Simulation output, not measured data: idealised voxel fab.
The process module that follows is named voxel self aligned contacts.
Displayed cross-section: cut, width of 270 nm, square cells sized 5 nm.
When this document writes out a cross-section, it uses a grid of square cells and lists it as bands, beginning at the top and moving down, with a band standing for one or more rows of cells.
This entry defines a band. It first specifies the height of the band's top and the height of its bottom in nm, and then specifies the band's materials from left to right, stating each material with its width in nm. The word "all across" identifies a single material that fills the band from edge to edge, while the word "blank" identifies empty space.
We count height from 0. Below that, the starting wafer is all one material. The lowest band never ends at the bottom but goes on down; see "0 down" for how that is written.
A width such as "30->40" changes by the same amount from each row of cells to the next, from the band's top row to its bottom row.
Reading "no change occurred" for a step: not a cell of the cross-section changed in it.
Reported under the label "Cavities, closed" are the empty spaces having no open way to the top and comprising 8 cells or more; the notation for each is width x height at distance, in which the distance is measured from the left edge and all three values are in nm.
If you see something after the settings on a step's line, that's the simulator's own remark about that step.
"overlay nm" answers the question of how far to the right of plan the mask lay on a step that has a mask, and when it is negative the answer is to the left.

[Steps in the process plan]
- 1: RECEIVE, material Si
- 2: CONFORMAL_DEP, material SiO2, thk nm 5
- 3: DIRECTIONAL_DEP, material polySi, thk nm 30
- 4: DIRECTIONAL_DEP, material SiN, thk nm 15
- 5: MASKED_ETCH, tone cover, mask id GATE, width nm 25, pitch nm 55, etch materials SiN, depth nm 15, overlay nm 0
- 6: MASKED_ETCH, tone cover, mask id GATE, width nm 25, pitch nm 55, etch materials polySi, depth nm 30, overlay nm 0
- 7: CONFORMAL_DEP, material SiN, thk nm 5
- 8: DIRECTIONAL_ETCH, etch materials SiN, depth nm 5
- 9: FILL_DEP, material SiO2, thk nm 10
- 10: CMP, height nm 55
- 11: DIRECTIONAL_DEP, material aC, thk nm 15
- 12: PATTERN, tone open, mask id CONTACT, material resist, width nm 40, thk nm 30, overlay nm 0
- 13: DIRECTIONAL_ETCH, etch materials aC, depth nm 15
- 14: STRIP, etch materials resist
- 15: DIRECTIONAL_ETCH, etch materials SiO2, depth nm 55
- 16: STRIP, etch materials aC
- 17: CONFORMAL_DEP, material TiN, thk nm 5
- 18: FILL_DEP, material W, thk nm 10
- 19: CMP, height nm 55
- 20: CONFORMAL_DEP, material SiN, thk nm 5

[Cross-section, incoming material, after step 1]
	0 down  Si all across
	Cavities, closed: none

[Wafer at module end, in section. Began as above, planned as above, run with one mistake]
	60 to 55  SiN all across
	55 to 50  115 SiO2; 25 TiN; 10 W; 5 TiN; 115 SiO2
	50 to 40  100 SiO2; 35 SiN; 5 TiN; 10 W; 5 TiN; 35 SiN; 80 SiO2
	40 to 35  100 SiO2; 35 SiN; 20 TiN; 35 SiN; 80 SiO2
	35 to 5  90 SiO2; 5 SiN; 35 polySi; 5 SiN; 10 TiN; 5 SiN; 35 polySi; 5 SiN; 80 SiO2
	5 to 0  135 SiO2; 10 TiN; 125 SiO2
	0 down  Si all across
	Cavities, closed: none
Here's what went sideways: step 5 did not happen as planned, as run it was MASKED_ETCH, tone cover, mask id GATE, width nm 25, pitch nm 55, etch materials SiN, depth nm 15, overlay nm 10
